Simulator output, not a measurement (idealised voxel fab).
Herein follows the process module entitled voxel wiring stack.
Xsec cut, 275 nm wide, square cell size 5 nm.
Each cross-section below is a grid of square cells, stated as bands in top-down order, with one or more rows of cells making up each band. Band entry format. Leading values: height of top, height of bottom, nm. Remainder: materials in left-to-right order, each with its width in nm. Special words: "all across" on a single material, which then fills the band edge to edge; "air", empty space. Heights are measured from 0, the level below which the as-received wafer is all one material; the lowest band has no bottom and continues downward, written as in "top 0, no bottom". The expression "30->40" gives the width at the extremes of the band, the first number at its top row of cells and the second at its bottom row, with the width changing by equal amounts from each row to the next in between. "everything unchanged" (step): cross-section cells unchanged, all of them. The entry titled "Non-vented voids" provides the empty spaces that have no open way to the top, restricted to those of 8 cells or more. Each is presented as width x height at distance, the distance being measured from the left edge, with all three in nm. Heads up: the bit after the settings on a step's line is the simulator's remark on that step. Among the settings permitted on a step's line is "overlay nm"; applied to a step with a mask, it specifies the extent to which the mask lay to the right of its planned position, whereas a negative figure signifies a position to the left.

Steps in the process plan
- 1: RECEIVE, material Si
- 2: CONFORMAL_DEP, material SiO2, thk nm 15
- 3: DIRECTIONAL_DEP, material TiN, thk nm 5
- 4: DIRECTIONAL_DEP, material Ru, thk nm 15
- 5: DIRECTIONAL_DEP, material aC, thk nm 15
- 6: PATTERN, tone cover, mask id METAL_1, material resist, width nm 25, pitch nm 40, thk nm 35, overlay nm 0
- 7: DIRECTIONAL_ETCH, etch materials aC, depth nm 15
- 8: STRIP, etch materials resist
- 9: DIRECTIONAL_ETCH, etch materials Ru, depth nm 15
- 10: DIRECTIONAL_ETCH, etch materials TiN, depth nm 5
- 11: STRIP, etch materials aC
- 12: FILL_DEP, material lowk, thk nm 5
- 13: CMP, height nm 35
- 14: CONFORMAL_DEP, material SiCN, thk nm 5
- 15: DIRECTIONAL_DEP, material lowk, thk nm 15
- 16: DIRECTIONAL_DEP, material aC, thk nm 15
- 17: PATTERN, tone open, mask id PLUG_1, material resist, width nm 15, pitch nm 40, thk nm 35, overlay nm 0
- 18: DIRECTIONAL_ETCH, etch materials aC, depth nm 15
- 19: STRIP, etch materials resist
- 20: DIRECTIONAL_ETCH, etch materials lowk, depth nm 15
- 21: DIRECTIONAL_ETCH, etch materials SiCN, depth nm 5
- 22: STRIP, etch materials aC
- 23: EPI, material Ru, thk nm 10
- 24: EPI, material Ru, thk nm 10
- 25: CONFORMAL_DEP, material SiN, thk nm 5
- 26: DIRECTIONAL_DEP, material SiO2, thk nm 15
- 27: MASKED_ETCH, tone open, mask id METAL_2, width nm 25, pitch nm 40, etch materials SiO2, depth nm 15, overlay nm 0
- 28: MASKED_ETCH, tone open, mask id METAL_2, width nm 25, pitch nm 40, etch materials SiN, depth nm 5, overlay nm 0
- 29: CONFORMAL_DEP, material TiN, thk nm 5
- 30: FILL_DEP, material Cu, thk nm 5
- 31: CMP, height nm 75
- 32: EPI, material Ru, thk nm 5
- 33: FILL_DEP, material SiCN, thk nm 5
- 34: DIRECTIONAL_DEP, material SiO2, thk nm 35
- 35: MASKED_ETCH, tone open, mask id METAL_3, width nm 25, pitch nm 40, etch materials SiO2, depth nm 20, overlay nm 0
- 36: DIRECTIONAL_DEP, material aC, thk nm 10
- 37: PATTERN, tone open, mask id METAL_3_HOLES, material resist, width nm 15, pitch nm 80, thk nm 30, overlay nm 0
- 38: DIRECTIONAL_ETCH, etch materials aC, depth nm 10
- 39: STRIP, etch materials resist
- 40: DIRECTIONAL_ETCH, etch materials SiO2, depth nm 15
- 41: DIRECTIONAL_ETCH, etch materials SiCN, depth nm 5
- 42: STRIP, etch materials aC
- 43: CONFORMAL_DEP, material TiN, thk nm 5
- 44: FILL_DEP, material Cu, thk nm 5
- 45: CMP, height nm 120
- 46: CONFORMAL_DEP, material SiN, thk nm 5

The cross-section here shows the wafer as received, i.e. in its state after step 1
	top 0, no bottom  Si all across
	Non-vented voids: none

Wafer at module end, in section. Began as above, planned as above, run with one mistake
	top 125, bottom 120  SiN all across
	top 120, bottom 85  Ru all across
	top 85, bottom 80  SiCN all across
	top 80, bottom 75  SiCN (60) | Ru (35) | SiCN (5) | Ru (35) | SiCN (5) | Ru (35) | SiCN (5) | Ru (35) | SiCN (60)
	top 75, bottom 60  SiO2 (65) | TiN (5) | Cu (15) | TiN (5) | SiO2 (15) | TiN (5) | Cu (15) | TiN (5) | SiO2 (15) | TiN (5) | Cu (15) | TiN (5) | SiO2 (15) | TiN (5) | Cu (15) | TiN (5) | SiO2 (65)
	top 60, bottom 55  SiN (65) | TiN (25) | SiN (15) | TiN (25) | SiN (15) | TiN (25) | SiN (15) | TiN (25) | SiN (65)
	top 55, bottom 40  lowk (65) | Ru (15) | lowk (25) | Ru (15) | lowk (25) | Ru (15) | lowk (25) | Ru (15) | lowk (75)
	top 40, bottom 35  SiCN (65) | Ru (15) | SiCN (25) | Ru (15) | SiCN (25) | Ru (15) | SiCN (25) | Ru (15) | SiCN (75)
	top 35, bottom 20  lowk (65) | Ru (25) | lowk (15) | Ru (25) | lowk (15) | Ru (25) | lowk (15) | Ru (25) | lowk (65)
	top 20, bottom 15  lowk (65) | TiN (25) | lowk (15) | TiN (25) | lowk (15) | TiN (25) | lowk (15) | TiN (25) | lowk (65)
	top 15, bottom 0  SiO2 all across
	top 0, no bottom  Si all across
	Non-vented voids: none
The plan and the run diverged here: it should be noted that step 34 was executed with settings other than those planned, the operation and settings actually applied being DIRECTIONAL_DEP, material Ru, thk nm 35
